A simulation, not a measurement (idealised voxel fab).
Module name: voxel self aligned contacts (process module)
240 nm wide, 5 nm square cells: that's cross-section cut.
In this document a cross-section is written as a grid of square cells. It is given as a series of bands, listed from the top down, and a band is one or more rows of cells. Per band: top height and bottom height in nm, followed by the left-to-right materials and their widths in nm; "all across" marks a single material spanning edge to edge, "empty" marks empty space. Measure heights from 0. That's the level where, below it, the as-received wafer is all one material. The lowest band is bottomless and extends downward; write it as in "0 nm and below". Top row gets the first number, bottom row gets the second, and each row in between changes by the same step: that is how a band width like "30->40" works. Any step labelled "no change occurred" changed none of the cells in the cross-section. "Completely sealed voids" contains a list of empty spaces, each no smaller than 8 cells and without an open way to the top, written in the form width x height at distance with the distance from the left edge and all three in nm. Heads up: the bit after the settings on a step's line is the simulator's remark on that step. For masked steps, "overlay nm" on the step line gives how far right of plan the mask actually lay; a minus sign means it lay to the left.
PLANNED STEP LIST FOR THE PROCESS
1,op RECEIVE | material Si
2,op OXIDIZE | depth nm 5
3,op DIRECTIONAL_DEP | material polySi | thk nm 30
4,op DIRECTIONAL_DEP | material SiN | thk nm 20
5,op DIRECTIONAL_DEP | material aC | thk nm 10
6,op PATTERN | tone cover | mask id GATE | material resist | width nm 25 | pitch nm 65 | thk nm 30 | overlay nm 0
7,op DIRECTIONAL_ETCH | etch materials aC | depth nm 10
8,op STRIP | etch materials resist
9,op DIRECTIONAL_ETCH | etch materials SiN | depth nm 20
10,op DIRECTIONAL_ETCH | etch materials polySi | depth nm 30
11,op STRIP | etch materials aC
12,op CONFORMAL_DEP | material SiN | thk nm 10
13,op DIRECTIONAL_ETCH | etch materials SiN | depth nm 10
14,op FILL_DEP | material SiO2 | thk nm 15
15,op CMP | height nm 60
16,op DIRECTIONAL_DEP | material aC | thk nm 10
17,op PATTERN | tone open | mask id CONTACT | material resist | width nm 50 | thk nm 25 | overlay nm 0
18,op DIRECTIONAL_ETCH | etch materials aC | depth nm 10
19,op STRIP | etch materials resist
20,op DIRECTIONAL_ETCH | etch materials SiO2 | depth nm 65
21,op STRIP | etch materials aC
22,op CONFORMAL_DEP | material TiN | thk nm 5
23,op FILL_DEP | material W | thk nm 5
24,op CMP | height nm 60
25,op CONFORMAL_DEP | material SiN | thk nm 5
SHOWN IN CROSS-SECTION IS THE WAFER AS RECEIVED, THAT IS, AS IT STANDS AFTER STEP 1
- 0 nm and below  Si all across
- Completely sealed voids: none
WHAT THE WAFER LOOKS LIKE IN CROSS-SECTION AFTER THIS MODULE, WHEN IT STARTS AS SHOWN ABOVE AND FOLLOWS THE PLAN ABOVE BUT ONE MISTAKE IS MADE IN RUNNING IT
- 65 nm to 60 nm  SiN all across
- 60 nm to 55 nm  95 SiO2 | 5 TiN | 40 W | 5 TiN | 95 SiO2
- 55 nm to 50 nm  95 SiO2 | 50 TiN | 95 SiO2
- 50 nm to 30 nm  85 SiN | 5 SiO2 | 60 SiN | 5 SiO2 | 85 SiN
- 30 nm to 0 nm  75 polySi | 10 SiN | 5 SiO2 | 10 SiN | 40 polySi | 10 SiN | 5 SiO2 | 10 SiN | 75 polySi
- 0 nm to -5 nm  SiO2 all across
- -5 nm and below  Si all across
- Completely sealed voids: none
What went wrong in running the wafer? the process deviated at step 6: the operation and settings actually run there were op PATTERN | tone open | mask id GATE | material resist | width nm 25 | pitch nm 65 | thk nm 30 | overlay nm 0
